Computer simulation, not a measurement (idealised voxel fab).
process module | voxel capacitor over wiring
cross-section cut | 195 nm wide | cells 5 nm
A cross-section is a grid of square cells, given in bands from the top down. A band is one or more rows of cells.
Each band's line starts with the height of the band's top and of its bottom, in nm. Then come its materials from left to right, each with its width in nm. One material with "throughout" fills the band from edge to edge. "air" is empty space.
Height 0 is the level under which the wafer as received is all one material. The lowest band goes on downwards, as in "0 down".
A width such as "30 to 40" changes by the same amount from each row of cells to the next, from the band's top row to its bottom row.
"no change" after a step means that no cell of the cross-section changed.
closed voids: empty space of 8 cells or more with no open way to the top, each as width x height at its distance from the left edge, in nm
after a step's settings: what the simulator itself notes on the step
overlay nm, on a step with a mask: how far to the right of its planned place the mask lay; to the left if negative
plan
1 op RECEIVE | material Si
2 op CONFORMAL_DEP | material SiO2 | thk nm 10
3 op CONFORMAL_DEP | material SiCN | thk nm 5
4 op DIRECTIONAL_DEP | material SiO2 | thk nm 20
5 op PATTERN | tone open | mask id METAL_1 | material resist | width nm 30 | pitch nm 100 | thk nm 15 | overlay nm 0
6 op DIRECTIONAL_ETCH | etch materials SiO2 | depth nm 20
7 op DIRECTIONAL_ETCH | etch materials SiCN | depth nm 5
8 op STRIP | etch materials resist
9 op CONFORMAL_DEP | material TiN | thk nm 5
10 op FILL_DEP | material W | thk nm 5
11 op CMP | height nm 35
12 op EPI | material Ru | thk nm 5
13 op FILL_DEP | material SiCN | thk nm 5
14 op DIRECTIONAL_DEP | material lowk | thk nm 15
15 op PATTERN | tone open | mask id PLUG_1 | material resist | width nm 15 | thk nm 15 | overlay nm 0
16 op DIRECTIONAL_ETCH | etch materials lowk | depth nm 15
17 op DIRECTIONAL_ETCH | etch materials SiCN | depth nm 5
18 op STRIP | etch materials resist
19 op EPI | material Ru | thk nm 10
20 op EPI | material Ru | thk nm 10
21 op DIRECTIONAL_DEP | material TiN | thk nm 5
22 op DIRECTIONAL_DEP | material Al2O3 | thk nm 5
23 op DIRECTIONAL_DEP | material TiN | thk nm 10
24 op PATTERN | tone cover | mask id UPPER_PLATE | material resist | width nm 75 | thk nm 20 | overlay nm 0
25 op DIRECTIONAL_ETCH | etch materials TiN | depth nm 10
26 op DIRECTIONAL_ETCH | etch materials Al2O3 | depth nm 5
27 op STRIP | etch materials resist
28 op PATTERN | tone cover | mask id LOWER_PLATE | material resist | width nm 85 | thk nm 15 | overlay nm 0
29 op DIRECTIONAL_ETCH | etch materials TiN | depth nm 5
30 op STRIP | etch materials resist
31 op FILL_DEP | material SiO2 | thk nm 20
32 op CMP | height nm 95
33 op DIRECTIONAL_DEP | material aC | thk nm 15
34 op PATTERN | tone open | mask id PLUG_2 | material resist | width nm 15 | thk nm 30 | overlay nm 0
35 op DIRECTIONAL_ETCH | etch materials aC | depth nm 15
36 op STRIP | etch materials resist
37 op DIRECTIONAL_ETCH | etch materials SiO2 | depth nm 15
38 op STRIP | etch materials aC
39 op CONFORMAL_DEP | material TiN | thk nm 5
40 op FILL_DEP | material Cu | thk nm 10
41 op CMP | height nm 95
42 op CONFORMAL_DEP | material SiCN | thk nm 5
as received, after step 1
  0 down: Si throughout
  closed voids: none
a wafer at the end: this start, this plan, one mistake
  100 to 95: SiCN throughout
  95 to 85: SiO2 50 | TiN 5 | Cu 5 | TiN 5 | SiO2 130
  85 to 80: SiO2 50 | TiN 15 | SiO2 130
  80 to 70: SiO2 45 | TiN 75 | SiO2 75
  70 to 65: SiO2 45 | Al2O3 75 | SiO2 75
  65 to 60: SiO2 40 | TiN 85 | SiO2 70
  60 to 45: lowk 45 | Ru 15 | lowk 135
  45 to 40: SiCN 45 | Ru 15 | SiCN 135
  40 to 35: SiCN 25 | Ru 40 | SiCN 60 | Ru 40 | SiCN 30
  35 to 15: SiO2 30 | TiN 5 | W 20 | TiN 5 | SiO2 70 | TiN 5 | W 20 | TiN 5 | SiO2 35
  15 to 10: SiCN 30 | TiN 30 | SiCN 70 | TiN 30 | SiCN 35
  10 to 0: SiO2 throughout
  0 down: Si throughout
  closed voids: none
what went wrong: step 34 ran as: op PATTERN | tone open | mask id PLUG_2 | material resist | width nm 15 | thk nm 30 | overlay nm -5
